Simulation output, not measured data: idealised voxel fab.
This section sets out a process module, namely voxel self aligned contacts.
Section shown: cut. Width: 240 nm. Cell size: 5 nm, square.
Throughout this document, each cross-section is represented as a grid of square cells and is presented as a sequence of bands enumerated from the top downward, where a band comprises one or more rows of cells.
Each band's line starts with the height of the band's top and of its bottom, in nm. Then come its materials from left to right, each with its width in nm. One material with "edge to edge" fills the band from edge to edge. "empty" is empty space.
Ref level 0: as-received wafer is one material below here. Bottom band extends down with no lower bound ("0 down").
You'd read "30..40" like this: the band's top row of cells is as wide as the first number, its bottom row is as wide as the second, and going down, every row changes width by the same amount as the row before did.
Any step labelled "left unchanged" changed none of the cells in the cross-section.
Heads up: "Enclosed void listing" only lists the empty pockets with no open path to the top that are 8 cells or more, and it writes them as width x height at distance, distance from the left edge, in nm.
On a step's line, text after the settings is the simulator commenting on that step.
On any step carrying a mask, the "overlay nm" setting, if present on the step's line, tells how far right of its planned place the mask lay; negative values point to the left.

-- Process steps (planned)
1) RECEIVE [material Si]
2) OXIDIZE [depth nm 5]
3) DIRECTIONAL_DEP [material polySi] [thk nm 20]
4) DIRECTIONAL_DEP [material SiN] [thk nm 20]
5) DIRECTIONAL_DEP [material aC] [thk nm 10]
6) PATTERN [tone cover] [mask id GATE] [material resist] [width nm 35] [pitch nm 75] [thk nm 25] [overlay nm 0]
7) DIRECTIONAL_ETCH [etch materials aC] [depth nm 10]
8) STRIP [etch materials resist]
9) DIRECTIONAL_ETCH [etch materials SiN] [depth nm 20]
10) DIRECTIONAL_ETCH [etch materials polySi] [depth nm 20]
11) STRIP [etch materials aC]
12) CONFORMAL_DEP [material SiN] [thk nm 10]
13) DIRECTIONAL_ETCH [etch materials SiN] [depth nm 10]
14) FILL_DEP [material SiO2] [thk nm 10]
15) CMP [height nm 45]
16) MASKED_ETCH [tone open] [mask id CONTACT] [width nm 60] [etch materials SiO2] [depth nm 50] [overlay nm 0]
17) CONFORMAL_DEP [material TiN] [thk nm 5]
18) FILL_DEP [material Ru] [thk nm 5]
19) CMP [height nm 45]
20) CONFORMAL_DEP [material SiCN] [thk nm 5]

-- What follows covers the first of two wafers; it ran as planned

-- Here's what the wafer looked like in cross-section when it arrived - that's after step 1
- 0 down: Si edge to edge
- Enclosed void listing: none

-- How the wafer stands in section after step 2
- 0 to -5: SiO2 edge to edge
- No changes below -5.

-- How the wafer stands in section after step 3
- 20 to 0: polySi edge to edge
- No changes below 0.

-- How the wafer stands in section after step 4
- 40 to 20: SiN edge to edge
- No changes below 20.

-- How the wafer stands in section after step 5
- 50 to 40: aC edge to edge
- No changes below 40.

-- How the wafer stands in section after step 6
- 75 to 50: empty 65 / resist 35 / empty 40 / resist 35 / empty 65
- No changes below 50.

-- How the wafer stands in section after step 7
- 65 to 50: empty 65 / resist 35 / empty 40 / resist 35 / empty 65
- 50 to 40: empty 65 / aC 35 / empty 40 / aC 35 / empty 65
- No changes below 40.

-- How the wafer stands in section after step 8
- 50 to 40: empty 65 / aC 35 / empty 40 / aC 35 / empty 65
- No changes below 40.

-- How the wafer stands in section after step 9
- 50 to 40: empty 65 / aC 35 / empty 40 / aC 35 / empty 65
- 40 to 20: empty 65 / SiN 35 / empty 40 / SiN 35 / empty 65
- No changes below 20.

-- How the wafer stands in section after step 10
- 50 to 40: empty 65 / aC 35 / empty 40 / aC 35 / empty 65
- 40 to 20: empty 65 / SiN 35 / empty 40 / SiN 35 / empty 65
- 20 to 0: empty 65 / polySi 35 / empty 40 / polySi 35 / empty 65
- No changes below 0.

-- How the wafer stands in section after step 11
- 40 to 20: empty 65 / SiN 35 / empty 40 / SiN 35 / empty 65
- No changes below 20.

-- How the wafer stands in section after step 12
- 50 to 20: empty 55 / SiN 55 / empty 20 / SiN 55 / empty 55
- 20 to 10: empty 55 / SiN 10 / polySi 35 / SiN 10 / empty 20 / SiN 10 / polySi 35 / SiN 10 / empty 55
- 10 to 0: SiN 65 / polySi 35 / SiN 40 / polySi 35 / SiN 65
- No changes below 0.

-- How the wafer stands in section after step 13
- 40 to 20: empty 55 / SiN 55 / empty 20 / SiN 55 / empty 55
- 20 to 0: empty 55 / SiN 10 / polySi 35 / SiN 10 / empty 20 / SiN 10 / polySi 35 / SiN 10 / empty 55
- No changes below 0.

-- How the wafer stands in section after step 14
- 50 to 40: SiO2 edge to edge
- 40 to 20: SiO2 55 / SiN 55 / SiO2 20 / SiN 55 / SiO2 55
- 20 to 0: SiO2 55 / SiN 10 / polySi 35 / SiN 10 / SiO2 20 / SiN 10 / polySi 35 / SiN 10 / SiO2 55
- No changes below 0.

-- How the wafer stands in section after step 15
- 45 to 40: SiO2 edge to edge
- No changes below 40.

-- How the wafer stands in section after step 16
- 45 to 40: SiO2 90 / empty 60 / SiO2 90
- 40 to 20: SiO2 55 / SiN 55 / empty 20 / SiN 55 / SiO2 55
- 20 to 0: SiO2 55 / SiN 10 / polySi 35 / SiN 10 / empty 20 / SiN 10 / polySi 35 / SiN 10 / SiO2 55
- 0 to -5: SiO2 110 / empty 20 / SiO2 110
- No changes below -5.

-- How the wafer stands in section after step 17
- 50 to 45: TiN 95 / empty 50 / TiN 95
- 45 to 40: SiO2 90 / TiN 25 / empty 10 / TiN 25 / SiO2 90
- 40 to 20: SiO2 55 / SiN 55 / TiN 5 / empty 10 / TiN 5 / SiN 55 / SiO2 55
- 20 to 0: SiO2 55 / SiN 10 / polySi 35 / SiN 10 / TiN 5 / empty 10 / TiN 5 / SiN 10 / polySi 35 / SiN 10 / SiO2 55
- 0 to -5: SiO2 110 / TiN 20 / SiO2 110
- No changes below -5.

-- How the wafer stands in section after step 18
- 55 to 50: Ru edge to edge
- 50 to 45: TiN 95 / Ru 50 / TiN 95
- 45 to 40: SiO2 90 / TiN 25 / Ru 10 / TiN 25 / SiO2 90
- 40 to 20: SiO2 55 / SiN 55 / TiN 5 / Ru 10 / TiN 5 / SiN 55 / SiO2 55
- 20 to 0: SiO2 55 / SiN 10 / polySi 35 / SiN 10 / TiN 5 / Ru 10 / TiN 5 / SiN 10 / polySi 35 / SiN 10 / SiO2 55
- No changes below 0.

-- How the wafer stands in section after step 19
- 45 to 40: SiO2 90 / TiN 25 / Ru 10 / TiN 25 / SiO2 90
- No changes below 40.

-- How the wafer stands in section after step 20
- 50 to 45: SiCN edge to edge
- No changes below 45.

-- Second wafer. Start and plan as for the first. One mistake made in running. Agrees with the first up to and including step 5

-- Cross-sectional representation of the second wafer at the time designated in the plan for the completion of step 6
- 75 to 50: resist 65 / empty 35 / resist 40 / empty 35 / resist 65
- No changes below 50.

-- Cross-sectional representation of the second wafer at the time designated in the plan for the completion of step 7
- 65 to 50: resist 65 / empty 35 / resist 40 / empty 35 / resist 65
- 50 to 40: aC 65 / empty 35 / aC 40 / empty 35 / aC 65
- No changes below 40.

-- Cross-sectional representation of the second wafer at the time designated in the plan for the completion of step 8
- 50 to 40: aC 65 / empty 35 / aC 40 / empty 35 / aC 65
- No changes below 40.

-- Cross-sectional representation of the second wafer at the time designated in the plan for the completion of step 9
- 50 to 40: aC 65 / empty 35 / aC 40 / empty 35 / aC 65
- 40 to 20: SiN 65 / empty 35 / SiN 40 / empty 35 / SiN 65
- No changes below 20.

-- Cross-sectional representation of the second wafer at the time designated in the plan for the completion of step 10
- 50 to 40: aC 65 / empty 35 / aC 40 / empty 35 / aC 65
- 40 to 20: SiN 65 / empty 35 / SiN 40 / empty 35 / SiN 65
- 20 to 0: polySi 65 / empty 35 / polySi 40 / empty 35 / polySi 65
- No changes below 0.

-- Cross-sectional representation of the second wafer at the time designated in the plan for the completion of step 11
- 40 to 20: SiN 65 / empty 35 / SiN 40 / empty 35 / SiN 65
- No changes below 20.

-- Cross-sectional representation of the second wafer at the time designated in the plan for the completion of step 12
- 50 to 20: SiN 75 / empty 15 / SiN 60 / empty 15 / SiN 75
- 20 to 10: polySi 65 / SiN 10 / empty 15 / SiN 10 / polySi 40 / SiN 10 / empty 15 / SiN 10 / polySi 65
- 10 to 0: polySi 65 / SiN 35 / polySi 40 / SiN 35 / polySi 65
- No changes below 0.

-- Cross-sectional representation of the second wafer at the time designated in the plan for the completion of step 13
- 40 to 20: SiN 75 / empty 15 / SiN 60 / empty 15 / SiN 75
- 20 to 0: polySi 65 / SiN 10 / empty 15 / SiN 10 / polySi 40 / SiN 10 / empty 15 / SiN 10 / polySi 65
- No changes below 0.

-- Cross-sectional representation of the second wafer at the time designated in the plan for the completion of step 14
- 50 to 40: SiO2 edge to edge
- 40 to 20: SiN 75 / SiO2 15 / SiN 60 / SiO2 15 / SiN 75
- 20 to 0: polySi 65 / SiN 10 / SiO2 15 / SiN 10 / polySi 40 / SiN 10 / SiO2 15 / SiN 10 / polySi 65
- No changes below 0.

-- Cross-sectional representation of the second wafer at the time designated in the plan for the completion of step 15
- 45 to 40: SiO2 edge to edge
- No changes below 40.

-- Cross-sectional representation of the second wafer at the time designated in the plan for the completion of step 16
- 45 to 40: SiO2 90 / empty 60 / SiO2 90
- No changes below 40.

-- Cross-sectional representation of the second wafer at the time designated in the plan for the completion of step 17
- 50 to 45: TiN 95 / empty 50 / TiN 95
- 45 to 40: SiO2 90 / TiN 60 / SiO2 90
- No changes below 40.

-- Cross-sectional representation of the second wafer at the time designated in the plan for the completion of step 18
- 55 to 50: Ru edge to edge
- 50 to 45: TiN 95 / Ru 50 / TiN 95
- No changes below 45.

-- Cross-sectional representation of the second wafer at the time designated in the plan for the completion of step 19
- 45 to 40: SiO2 90 / TiN 60 / SiO2 90
- No changes below 40.

-- Cross-sectional representation of the second wafer at the time designated in the plan for the completion of step 20
- 50 to 45: SiCN edge to edge
- No changes below 45.
Heads up, the wafer didn't run the way we planned it: step 6 off recipe, ran as PATTERN [tone open] [mask id GATE] [material resist] [width nm 35] [pitch nm 75] [thk nm 25] [overlay nm 0]
Heads up, by the end the second wafer has more or fewer cells of some materials compared to the first: 18 fewer of Ru | 80 more of SiN | 124 fewer of SiO2 | 18 fewer of TiN | 80 more of polySi
